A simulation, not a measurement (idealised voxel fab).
Documented hereafter: the process module known as voxel gate over fins.
Shown is cross-section cut, with a width of 300 nm and square cells of size 5 nm.
The cross-sections in this document take the form of a grid made of square cells. They are written out as bands, in order from top to bottom. Each band consists of one or more rows of cells. Within each band entry, the heights of the top and of the bottom of the band appear first, in that order and in nm; the materials of the band then follow from left to right, each with its corresponding width in nm. The designation "throughout" on a single material indicates that it fills the band from edge to edge; the designation "empty" indicates empty space. We count height from 0. Below that, the starting wafer is all one material. The lowest band never ends at the bottom but goes on down; see "top 0, no bottom" for how that is written. A width such as "30 to 40" changes by the same amount from each row of cells to the next, from the band's top row to its bottom row. A step reported as "no modification" is a step in which no cell of the cross-section changed. Any empty space of 8 cells or more lacking an open way to the top shows up in "Trapped voids" as width x height at distance, distance from the left edge, in nm. Past the settings on a step's line: simulator remark, on that step. overlay nm, on a step with a mask: how far to the right of its planned place the mask lay; to the left if negative.

**This section lists the process steps that were planned**
step 1: RECEIVE | material Si
step 2: CONFORMAL_DEP | material SiN | thk nm 5
step 3: DIRECTIONAL_DEP | material aC | thk nm 10
step 4: PATTERN | tone cover | mask id FINS | material resist | width nm 15 | pitch nm 40 | thk nm 30 | overlay nm 0
step 5: DIRECTIONAL_ETCH | etch materials aC | depth nm 10
step 6: STRIP | etch materials resist
step 7: DIRECTIONAL_ETCH | etch materials SiN | depth nm 5
step 8: DIRECTIONAL_ETCH | etch materials Si | depth nm 30
step 9: STRIP | etch materials aC
step 10: OXIDIZE | depth nm 5
step 11: FILL_DEP | material SiO2 | thk nm 10
step 12: CMP | height nm 5
step 13: SELECTIVE_ETCH | etch materials SiO2 | depth nm 20
step 14: STRIP | etch materials SiN
step 15: CONFORMAL_DEP | material HfO2 | thk nm 5
step 16: CONFORMAL_DEP | material TiN | thk nm 5
step 17: CONFORMAL_DEP | material TiAl | thk nm 5
step 18: CONFORMAL_DEP | material TiN | thk nm 5
step 19: FILL_DEP | material W | thk nm 15
step 20: CMP | height nm 30
step 21: CONFORMAL_DEP | material SiCN | thk nm 5

**Delivered wafer in cross-section: state after step 1**
	top 0, no bottom = Si throughout
	Trapped voids: none

**End state of the module in cross-section, given the above starting point and plan and one mistake in execution**
	top 35, bottom 30 = SiCN throughout
	top 30, bottom 20 = W throughout
	top 20, bottom 15 = W (85) | TiN (125) | W (90)
	top 15, bottom 10 = W (85) | TiN (5) | TiAl (35) | TiN (5) | TiAl (35) | TiN (5) | TiAl (35) | TiN (5) | W (90)
	top 10, bottom 5 = W (85) | TiN (5) | TiAl (5) | HfO2 (25) | TiAl (5) | TiN (5) | TiAl (5) | HfO2 (25) | TiAl (5) | TiN (5) | TiAl (5) | HfO2 (25) | TiAl (5) | TiN (5) | W (90)
	top 5, bottom 0 = TiN (90) | TiAl (5) | HfO2 (5) | TiN (15) | HfO2 (5) | TiAl (5) | TiN (5) | TiAl (5) | HfO2 (5) | TiN (15) | HfO2 (5) | TiAl (5) | TiN (5) | TiAl (5) | HfO2 (5) | TiN (15) | HfO2 (5) | TiAl (5) | TiN (95)
	top 0, bottom -5 = TiAl (95) | HfO2 (5) | TiN (5) | Si (5) | TiN (5) | HfO2 (5) | TiAl (15) | HfO2 (5) | TiN (5) | Si (5) | TiN (5) | HfO2 (5) | TiAl (15) | HfO2 (5) | TiN (5) | Si (5) | TiN (5) | HfO2 (5) | TiAl (100)
	top -5, bottom -10 = HfO2 (100) | TiN (5) | Si (5) | TiN (5) | HfO2 (25) | TiN (5) | Si (5) | TiN (5) | HfO2 (25) | TiN (5) | Si (5) | TiN (5) | HfO2 (105)
	top -10, bottom -15 = TiN (105) | Si (5) | TiN (35) | Si (5) | TiN (35) | Si (5) | TiN (110)
	top -15, bottom -35 = SiO2 (105) | Si (5) | SiO2 (35) | Si (5) | SiO2 (35) | Si (5) | SiO2 (110)
	top -35, no bottom = Si throughout
	Trapped voids: none
What was the processing mistake? the run placed steps 15 and 16 each in the position the plan gave to the other
